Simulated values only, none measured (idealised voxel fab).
Process module name: voxel self aligned vias
FYI the section here is cut, 160 nm wide, cells are 5 nm squares.
In this document a cross-section is written as a grid of square cells. It is given as a series of bands, listed from the top down, and a band is one or more rows of cells.
Top height, bottom height, nm. Materials left to right, width each, nm. Single material + "full width" = fills band edge to edge. "empty" = empty.
Heights are expressed relative to 0, this being the level below which the as-received wafer comprises one material exclusively. The lowest band is unbounded in the downward direction and is denoted as in "0 down".
Read "30..40" as a graded width: first number on top, second number at the bottom, same change between each pair of neighbouring rows.
When a step is marked "remains unaltered", none of the cells in the cross-section changed during that step.
The entry titled "Trapped voids" provides the empty spaces that have no open way to the top, restricted to those of 8 cells or more. Each is presented as width x height at distance, the distance being measured from the left edge, with all three in nm.
Text after the settings on a step's line: the simulator's own remark on that step.
On any step carrying a mask, the "overlay nm" setting, if present on the step's line, tells how far right of its planned place the mask lay; negative values point to the left.
## These are the steps we planned for the process
1: RECEIVE | material Si
2: CONFORMAL_DEP | material SiO2 | thk nm 15
3: CONFORMAL_DEP | material SiCN | thk nm 5
4: DIRECTIONAL_DEP | material SiO2 | thk nm 25
5: MASKED_ETCH | tone open | mask id LINES | width nm 25 | pitch nm 50 | etch materials SiO2 | depth nm 25 | overlay nm 0
6: CONFORMAL_DEP | material TiN | thk nm 5
7: FILL_DEP | material Ru | thk nm 10
8: CMP | height nm 45
9: SELECTIVE_ETCH | etch materials W Ru TiN | depth nm 10
10: FILL_DEP | material SiN | thk nm 5
11: CMP | height nm 45
12: DIRECTIONAL_DEP | material SiO2 | thk nm 20
13: PATTERN | tone open | mask id VIAS | material resist | width nm 35 | pitch nm 50 | thk nm 20 | overlay nm 0
14: DIRECTIONAL_ETCH | etch materials SiO2 | depth nm 20
15: DIRECTIONAL_ETCH | etch materials SiN | depth nm 10
16: STRIP | etch materials resist
17: CONFORMAL_DEP | material TiN | thk nm 5
18: FILL_DEP | material W | thk nm 10
19: CMP | height nm 65
20: CONFORMAL_DEP | material SiCN | thk nm 5
## Received-state cross-section, reflecting completion of step 1
    0 down  Si full width
    Trapped voids: none
## This is how the wafer looks in cross-section once the module is done, given the starting state and plan above and one mistake in carrying the plan out
    70 to 65  SiCN full width
    65 to 50  SiO2: 35 | TiN: 5 | W: 25 | TiN: 5 | SiO2: 15 | TiN: 5 | W: 25 | TiN: 5 | SiO2: 40
    50 to 40  SiO2: 35..40 | TiN: 10..5 | W: 15 | TiN: 10..5 | SiO2: 15..25 | TiN: 10..5 | W: 15 | TiN: 10..5 | SiO2: 40..45
    40 to 35  SiO2: 40 | TiN: 25 | SiO2: 25 | TiN: 25 | SiO2: 45
    35 to 25  SiO2: 40 | TiN: 5 | Ru: 15 | TiN: 5 | SiO2: 25 | TiN: 5 | Ru: 15 | TiN: 5 | SiO2: 45
    25 to 20  SiO2: 40 | TiN: 25 | SiO2: 25 | TiN: 25 | SiO2: 45
    20 to 5  SiO2 full width
    5 to 0  SiCN full width
    0 down  Si full width
    Trapped voids: none
The plan and the run diverged here: sequence error: steps 2 and 3 interchanged
